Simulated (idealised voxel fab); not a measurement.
Process module, titled voxel self aligned contacts
The figure presents cross-section cut, which has a width of 220 nm and is divided into square cells with an edge length of 5 nm.
Reading order for cross-sections: top band down to bottom band. Underlying form: a grid of square cells. Band size: one or more rows of cells. Within each band entry, the heights of the top and of the bottom of the band appear first, in that order and in nm; the materials of the band then follow from left to right, each with its corresponding width in nm. The designation "throughout" on a single material indicates that it fills the band from edge to edge; the designation "air" indicates empty space. For the purposes of this specification, 0 denotes the height below which the wafer in its as-received condition is composed wholly of one material, and the lowermost band, lacking a lower limit, extends downward without end, as expressed in "0 nm and below". The two numbers in a width such as "30..40" mark its ends across the band: the first belongs to the top row of cells, the second to the bottom row, and from each row to the next the width moves by the same amount. Reading "nothing changed" for a step: not a cell of the cross-section changed in it. Empty spaces counting at least 8 cells and having no open way to the top are listed in "Trapped voids". The notation width x height at distance is used for each, the distance being from the left edge and all three values in nm. If you see something after the settings on a step's line, that's the simulator's own remark about that step. You can add "overlay nm" to a step's line. For a step with a mask, it describes how far the mask lay to the right of its planned position, and a negative number describes a lay to the left.

### Steps planned for the process
- 1: RECEIVE with material Si
- 2: CONFORMAL_DEP with material SiO2, thk nm 5
- 3: DIRECTIONAL_DEP with material polySi, thk nm 20
- 4: DIRECTIONAL_DEP with material SiN, thk nm 15
- 5: DIRECTIONAL_DEP with material aC, thk nm 15
- 6: PATTERN with tone cover, mask id GATE, material resist, width nm 30, pitch nm 65, thk nm 35, overlay nm 0
- 7: DIRECTIONAL_ETCH with etch materials aC, depth nm 15
- 8: STRIP with etch materials resist
- 9: DIRECTIONAL_ETCH with etch materials SiN, depth nm 15
- 10: DIRECTIONAL_ETCH with etch materials polySi, depth nm 20
- 11: STRIP with etch materials aC
- 12: CONFORMAL_DEP with material SiN, thk nm 5
- 13: DIRECTIONAL_ETCH with etch materials SiN, depth nm 5
- 14: FILL_DEP with material SiO2, thk nm 15
- 15: CMP with height nm 45
- 16: MASKED_ETCH with tone open, mask id CONTACT, width nm 45, etch materials SiO2, depth nm 45, overlay nm 0
- 17: CONFORMAL_DEP with material TiN, thk nm 5
- 18: FILL_DEP with material Ru, thk nm 10
- 19: CMP with height nm 45
- 20: CONFORMAL_DEP with material SiCN, thk nm 5

### as received, after step 1
0 nm and below | Si throughout
Trapped voids: none

### Post-module cross-section of the first of two wafers (run per plan)
50 nm to 45 nm | SiCN throughout
45 nm to 40 nm | SiO2 (85) / TiN (15) / Ru (15) / TiN (15) / SiO2 (90)
40 nm to 25 nm | SiO2 (55) / SiN (40) / TiN (5) / Ru (15) / TiN (5) / SiN (40) / SiO2 (60)
25 nm to 5 nm | SiO2 (55) / SiN (5) / polySi (30) / SiN (5) / TiN (5) / Ru (15) / TiN (5) / SiN (5) / polySi (30) / SiN (5) / SiO2 (60)
5 nm to 0 nm | SiO2 (95) / TiN (25) / SiO2 (100)
0 nm and below | Si throughout
Trapped voids: none

### Now the second wafer, cross-sectioned at the end of the module. Nothing different at the start, nothing different in the plan compared with the first, just one mistake when it was actually run
50 nm to 45 nm | SiCN throughout
45 nm to 30 nm | SiO2 (55) / SiN (5) / polySi (30) / SiN (5) / TiN (5) / Ru (15) / TiN (5) / SiN (5) / polySi (30) / SiN (5) / SiO2 (60)
30 nm to 25 nm | SiO2 (55) / SiN (5) / polySi (30) / SiN (5) / TiN (25) / SiN (5) / polySi (30) / SiN (5) / SiO2 (60)
25 nm to 5 nm | polySi throughout
5 nm to 0 nm | SiO2 throughout
0 nm and below | Si throughout
Trapped voids: none
The plan and the run diverged here: in the plan, step 3 was performed twice
End of process, cell counts, second wafer against first, materials with more or fewer: Ru: 15 fewer, SiN: 48 fewer, SiO2: 99 fewer, TiN: 14 fewer, polySi: 176 more
